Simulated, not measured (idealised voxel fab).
The process module presented herein is designated voxel self aligned vias.
Square cells of 5 nm make up the cross-section cut, whose width is 285 nm.
Notation: cross-section as square-cell grid; stated in bands, top first, going down; one or more cell rows per band.
It is stipulated that each band's entry specify, in nanometres, the height of the top of the band and then that of its bottom, followed by the materials of the band in left-to-right sequence, each together with its width in nanometres. A single material marked by the word "everywhere" is understood to fill the band from edge to edge; the word "blank" is understood to denote empty space.
Height is counted from the level 0, under which the received wafer is composed throughout of one material. The lowest of the bands is not closed at the bottom but continues downward, in the notation "z 0 and below".
When a width is written as two numbers, as in "30->40", the first number is the width in the top row of cells of the band and the second is the width in its bottom row, and the width changes by the same amount from each row to the next.
Take "remains unaltered" at face value: in the step it is given for, the cross-section changed in none of its cells.
The list in "Enclosed void listing" covers empty spaces of 8 cells or more that cannot reach the top through any open way, and it gives each as width x height at distance; the distance is from the left edge, and width, height and distance are in nm.
If you see something after the settings on a step's line, that's the simulator's own remark about that step.
overlay nm: mask offset rightward from planned place, masked step; negative means leftward offset.
Below is the list of planned process steps:
1. RECEIVE | material Si
2. CONFORMAL_DEP | material SiO2 | thk nm 15
3. CONFORMAL_DEP | material SiCN | thk nm 5
4. DIRECTIONAL_DEP | material SiO2 | thk nm 25
5. DIRECTIONAL_DEP | material aC | thk nm 10
6. PATTERN | tone open | mask id LINES | material resist | width nm 20 | pitch nm 55 | thk nm 30 | overlay nm 0
7. DIRECTIONAL_ETCH | etch materials aC | depth nm 10
8. STRIP | etch materials resist
9. DIRECTIONAL_ETCH | etch materials SiO2 | depth nm 25
10. STRIP | etch materials aC
11. CONFORMAL_DEP | material TiN | thk nm 5
12. FILL_DEP | material Ru | thk nm 5
13. CMP | height nm 45
14. SELECTIVE_ETCH | etch materials W Ru TiN | depth nm 10
15. FILL_DEP | material SiN | thk nm 10
16. CMP | height nm 45
17. DIRECTIONAL_DEP | material SiO2 | thk nm 20
18. PATTERN | tone open | mask id VIAS | material resist | width nm 30 | pitch nm 55 | thk nm 15 | overlay nm 0
19. DIRECTIONAL_ETCH | etch materials SiO2 | depth nm 20
20. DIRECTIONAL_ETCH | etch materials SiN | depth nm 10
21. STRIP | etch materials resist
22. CONFORMAL_DEP | material TiN | thk nm 5
23. FILL_DEP | material W | thk nm 10
24. CMP | height nm 65
25. CONFORMAL_DEP | material SiN | thk nm 5
Wafer as received: cross-section following step 1:
> z 0 and below = Si everywhere
> Enclosed void listing: none
Same starting wafer, same plan as above, one mistake in the execution; this is the cross-section at the end of the module:
> z 70 to 65 = SiN everywhere
> z 65 to 50 = SiO2: 75  TiN: 5  W: 15  TiN: 5  SiO2: 30  TiN: 5  W: 15  TiN: 5  SiO2: 30  TiN: 5  W: 15  TiN: 5  SiO2: 75
> z 50 to 40 = SiO2: 75  TiN: 5  W: 10  TiN: 10->5  SiO2: 30->35  TiN: 5  W: 10  TiN: 10->5  SiO2: 30->35  TiN: 5  W: 10  TiN: 10->5  SiO2: 75->80
> z 40 to 35 = SiO2: 75  TiN: 20  SiO2: 35  TiN: 20  SiO2: 35  TiN: 20  SiO2: 80
> z 35 to 25 = SiO2: 75  TiN: 5  Ru: 10  TiN: 5  SiO2: 35  TiN: 5  Ru: 10  TiN: 5  SiO2: 35  TiN: 5  Ru: 10  TiN: 5  SiO2: 80
> z 25 to 20 = SiO2: 75  TiN: 20  SiO2: 35  TiN: 20  SiO2: 35  TiN: 20  SiO2: 80
> z 20 to 15 = SiCN everywhere
> z 15 to 0 = SiO2 everywhere
> z 0 and below = Si everywhere
> Enclosed void listing: none
What broke from the plan during processing? rather than as planned, step 18 actually ran as PATTERN | tone open | mask id VIAS | material resist | width nm 25 | pitch nm 55 | thk nm 15 | overlay nm 0
